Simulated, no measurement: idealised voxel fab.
Process module in this document: voxel transistor to metal
Each square cell in cross-section cut measures 5 nm, and the section as a whole is 180 nm wide.
How to read a cross-section here: the picture is a grid of square cells, written as bands going from the top down, and any band can span one or more rows of cells.
Top, bottom (nm), then materials left to right with widths (nm); lone material tagged "throughout" fills the whole band edge to edge; "blank" = empty space.
Counting heights begins at 0, where everything beneath is, in the wafer as received, one material. The lowest band has no bottom; it goes on downwards, as "from 0 down" shows.
With a width like "30..40", each row of cells in the band differs from the next by the same amount, the top row carrying the first number and the bottom row the second.
You'll sometimes find "everything unchanged" written for a step, and that's the way of saying that nowhere in the cross-section did a cell change during that step.
Each empty space that has no open way to the top and spans at least 8 cells appears under "Closed void entries" as width x height at distance, the distance counted from the left edge, all in nm.
Anything after a step's settings on that line? It's the simulator's own note about the step.
You can add "overlay nm" to a step's line. For a step with a mask, it describes how far the mask lay to the right of its planned position, and a negative number describes a lay to the left.
Planned process steps
1 RECEIVE with material Si
2 CONFORMAL_DEP with material SiO2, thk nm 5
3 CONFORMAL_DEP with material SiN, thk nm 10
4 MASKED_ETCH with tone cover, mask id ACTIVE, width nm 110, etch materials SiN, depth nm 10, overlay nm 0
5 MASKED_ETCH with tone cover, mask id ACTIVE, width nm 110, etch materials SiO2, depth nm 5, overlay nm 0
6 MASKED_ETCH with tone cover, mask id ACTIVE, width nm 110, etch materials Si, depth nm 20, overlay nm 0
7 OXIDIZE with depth nm 5
8 FILL_DEP with material SiO2, thk nm 10
9 CMP with height nm 15
10 SELECTIVE_ETCH with etch materials SiO2, depth nm 10
11 STRIP with etch materials SiN
12 SELECTIVE_ETCH with etch materials SiO2, depth nm 5
13 OXIDIZE with depth nm 5
14 DIRECTIONAL_DEP with material polySi, thk nm 30
15 DIRECTIONAL_DEP with material SiCN, thk nm 10
16 MASKED_ETCH with tone cover, mask id GATE, width nm 20, etch materials SiCN, depth nm 20, overlay nm 0
17 MASKED_ETCH with tone cover, mask id GATE, width nm 20, etch materials polySi, depth nm 40, overlay nm 0
18 CONFORMAL_DEP with material SiN, thk nm 5
19 DIRECTIONAL_ETCH with etch materials SiN, depth nm 5
20 DIRECTIONAL_ETCH with etch materials SiO2, depth nm 5
21 DIRECTIONAL_ETCH with etch materials Si, depth nm 5
22 EPI with material pSi, thk nm 5
23 FILL_DEP with material SiO2, thk nm 10
24 CMP with height nm 40
25 DIRECTIONAL_DEP with material SiO2, thk nm 10
26 MASKED_ETCH with tone open, mask id CONTACT, width nm 30, pitch nm 60, etch materials SiO2, depth nm 55, overlay nm 0
27 CONFORMAL_DEP with material TiN, thk nm 5
28 FILL_DEP with material Ru, thk nm 5
29 CMP with height nm 50
30 CONFORMAL_DEP with material SiCN, thk nm 5
31 DIRECTIONAL_DEP with material SiO2, thk nm 20
32 PATTERN with tone open, mask id METAL_1, material resist, width nm 15, pitch nm 75, thk nm 15, overlay nm 0
33 DIRECTIONAL_ETCH with etch materials SiO2, depth nm 20
34 DIRECTIONAL_ETCH with etch materials SiCN, depth nm 5
35 STRIP with etch materials resist
36 CONFORMAL_DEP with material TiN, thk nm 5
37 FILL_DEP with material Cu, thk nm 5
38 CMP with height nm 75
39 CONFORMAL_DEP with material SiCN, thk nm 5
40 DIRECTIONAL_DEP with material SiO2, thk nm 35
41 PATTERN with tone open, mask id METAL_2, material resist, width nm 15, pitch nm 75, thk nm 15, overlay nm 0
42 DIRECTIONAL_ETCH with etch materials SiO2, depth nm 20
43 STRIP with etch materials resist
44 DIRECTIONAL_DEP with material aC, thk nm 15
45 PATTERN with tone open, mask id METAL_2_HOLES, material resist, width nm 15, pitch nm 75, thk nm 30, overlay nm 0
46 DIRECTIONAL_ETCH with etch materials aC, depth nm 15
47 STRIP with etch materials resist
48 DIRECTIONAL_ETCH with etch materials SiO2, depth nm 15
49 DIRECTIONAL_ETCH with etch materials SiCN, depth nm 5
50 STRIP with etch materials aC
51 CONFORMAL_DEP with material TiN, thk nm 5
52 FILL_DEP with material Ru, thk nm 5
53 CMP with height nm 115
54 CONFORMAL_DEP with material SiN, thk nm 5
Wafer at receipt (post step 1), cross-section
    from 0 down | Si throughout
    Closed void entries: none
The first of the two wafers as seen in cross-section once the module was finished; processing followed the plan
    from 120 to 115 | SiN throughout
    from 115 to 80 | 45 nm SiO2; 5 nm TiN; 5 nm Ru; 5 nm TiN; 60 nm SiO2; 5 nm TiN; 5 nm Ru; 5 nm TiN; 45 nm SiO2
    from 80 to 75 | 45 nm SiCN; 15 nm TiN; 60 nm SiCN; 15 nm TiN; 45 nm SiCN
    from 75 to 55 | 45 nm SiO2; 5 nm TiN; 5 nm Cu; 5 nm TiN; 60 nm SiO2; 5 nm TiN; 5 nm Cu; 5 nm TiN; 45 nm SiO2
    from 55 to 50 | 45 nm SiCN; 15 nm TiN; 60 nm SiCN; 15 nm TiN; 45 nm SiCN
    from 50 to 40 | 45 nm SiO2; 5 nm TiN; 20 nm Ru; 5 nm TiN; 30 nm SiO2; 5 nm TiN; 20 nm Ru; 5 nm TiN; 45 nm SiO2
    from 40 to 30 | 45 nm SiO2; 5 nm TiN; 20 nm Ru; 5 nm TiN; 5 nm SiN; 20 nm SiCN; 5 nm SiN; 5 nm TiN; 20 nm Ru; 5 nm TiN; 45 nm SiO2
    from 30 to 5 | 45 nm SiO2; 5 nm TiN; 20 nm Ru; 5 nm TiN; 5 nm SiN; 20 nm polySi; 5 nm SiN; 5 nm TiN; 20 nm Ru; 5 nm TiN; 45 nm SiO2
    from 5 to 0 | 45 nm SiO2; 5 nm TiN; 15 nm Ru; 10 nm TiN; 5 nm SiN; 20 nm polySi; 5 nm SiN; 10 nm TiN; 15 nm Ru; 5 nm TiN; 45 nm SiO2
    from 0 to -5 | 45 nm SiO2; 25 nm TiN; 5 nm pSi; 30 nm SiO2; 5 nm pSi; 25 nm TiN; 45 nm SiO2
    from -5 to -10 | 40 nm SiO2; 35 nm pSi; 30 nm Si; 35 nm pSi; 40 nm SiO2
    from -10 to -25 | 40 nm SiO2; 100 nm Si; 40 nm SiO2
    from -25 down | Si throughout
    Closed void entries: none
End-of-module cross-section of the second wafer: identical starting point and process plan to the first, with one processing mistake
    from 120 to 115 | SiN throughout
    from 115 to 80 | 45 nm SiO2; 5 nm TiN; 5 nm Ru; 5 nm TiN; 60 nm SiO2; 5 nm TiN; 5 nm Ru; 5 nm TiN; 45 nm SiO2
    from 80 to 75 | 45 nm SiCN; 15 nm TiN; 60 nm SiCN; 15 nm TiN; 45 nm SiCN
    from 75 to 55 | 45 nm SiO2; 5 nm TiN; 5 nm Cu; 5 nm TiN; 60 nm SiO2; 5 nm TiN; 5 nm Cu; 5 nm TiN; 45 nm SiO2
    from 55 to 50 | 45 nm SiCN; 15 nm TiN; 60 nm SiCN; 15 nm TiN; 45 nm SiCN
    from 50 to 40 | 45 nm SiO2; 5 nm TiN; 20 nm Ru; 5 nm TiN; 30 nm SiO2; 5 nm TiN; 20 nm Ru; 5 nm TiN; 45 nm SiO2
    from 40 to 25 | 45 nm SiO2; 5 nm TiN; 20 nm Ru; 5 nm TiN; 5 nm SiN; 20 nm SiCN; 5 nm SiN; 5 nm TiN; 20 nm Ru; 5 nm TiN; 45 nm SiO2
    from 25 to 20 | 45 nm SiO2; 30 nm TiN; 5 nm SiN; 20 nm SiCN; 5 nm SiN; 30 nm TiN; 45 nm SiO2
    from 20 to 0 | SiCN throughout
    from 0 to -5 | SiO2 throughout
    from -5 to -25 | 40 nm SiO2; 100 nm Si; 40 nm SiO2
    from -25 down | Si throughout
    Closed void entries: none
Error vs. plan: step 14: run off-plan, actual operation and settings DIRECTIONAL_DEP with material SiCN, thk nm 30
at the end the second wafer has, in cells: Ru: 38 fewer; Si: 14 more; SiCN: 152 more; SiN: 8 fewer; SiO2: 60 fewer; TiN: 20 fewer; pSi: 16 fewer; polySi: 24 fewer
